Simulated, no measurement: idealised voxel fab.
process module | voxel self aligned vias
cross-section cut | 240 nm wide | cells 5 nm
A cross-section is a grid of square cells, given in bands from the top down. A band is one or more rows of cells.
Each band's line starts with the height of the band's top and of its bottom, in nm. Then come its materials from left to right, each with its width in nm. One material with "throughout" fills the band from edge to edge. "air" is empty space.
Height 0 is the level under which the wafer as received is all one material. The lowest band goes on downwards, as in "0 down".
A width such as "30 to 40" changes by the same amount from each row of cells to the next, from the band's top row to its bottom row.
"no change" after a step means that no cell of the cross-section changed.
closed voids: empty space of 8 cells or more with no open way to the top, each as width x height at its distance from the left edge, in nm
after a step's settings: what the simulator itself notes on the step
overlay nm, on a step with a mask: how far to the right of its planned place the mask lay; to the left if negative
plan
1 op RECEIVE | material Si
2 op CONFORMAL_DEP | material SiO2 | thk nm 15
3 op CONFORMAL_DEP | material SiCN | thk nm 5
4 op DIRECTIONAL_DEP | material SiO2 | thk nm 20
5 op DIRECTIONAL_DEP | material aC | thk nm 10
6 op PATTERN | tone open | mask id LINES | material resist | width nm 25 | pitch nm 55 | thk nm 30 | overlay nm 0
7 op DIRECTIONAL_ETCH | etch materials aC | depth nm 10
8 op STRIP | etch materials resist
9 op DIRECTIONAL_ETCH | etch materials SiO2 | depth nm 20
10 op STRIP | etch materials aC
11 op CONFORMAL_DEP | material TiN | thk nm 5
12 op FILL_DEP | material W | thk nm 5
13 op CMP | height nm 40
14 op SELECTIVE_ETCH | etch materials W Ru TiN | depth nm 5
15 op FILL_DEP | material SiN | thk nm 5
16 op CMP | height nm 40
17 op DIRECTIONAL_DEP | material SiO2 | thk nm 20
18 op DIRECTIONAL_DEP | material aC | thk nm 10
19 op PATTERN | tone open | mask id VIAS | material resist | width nm 35 | pitch nm 55 | thk nm 25 | overlay nm 0
20 op DIRECTIONAL_ETCH | etch materials aC | depth nm 10
21 op STRIP | etch materials resist
22 op DIRECTIONAL_ETCH | etch materials SiO2 | depth nm 20
23 op DIRECTIONAL_ETCH | etch materials SiN | depth nm 5
24 op STRIP | etch materials aC
25 op CONFORMAL_DEP | material TiN | thk nm 5
26 op FILL_DEP | material Ru | thk nm 5
27 op CMP | height nm 60
28 op CONFORMAL_DEP | material SiN | thk nm 5
as received, after step 1
  0 down: Si throughout
  closed voids: none
a wafer at the end: this start, this plan, one mistake
  65 to 60: SiN throughout
  60 to 45: SiO2 75 | TiN 5 | Ru 25 | TiN 5 | SiO2 20 | TiN 5 | Ru 25 | TiN 5 | SiO2 75
  45 to 40: SiO2 75 | TiN 35 | SiO2 20 | TiN 35 | SiO2 75
  40 to 35: SiN 75 | TiN 5 | SiO2 25 | TiN 5 | SiN 20 | TiN 5 | SiO2 25 | TiN 5 | SiN 75
  35 to 25: W 75 | TiN 5 | SiO2 25 | TiN 5 | W 20 | TiN 5 | SiO2 25 | TiN 5 | W 75
  25 to 20: TiN 80 | SiO2 25 | TiN 30 | SiO2 25 | TiN 80
  20 to 15: SiCN throughout
  15 to 0: SiO2 throughout
  0 down: Si throughout
  closed voids: none
what went wrong: step 6 ran as: op PATTERN | tone cover | mask id LINES | material resist | width nm 25 | pitch nm 55 | thk nm 30 | overlay nm 0
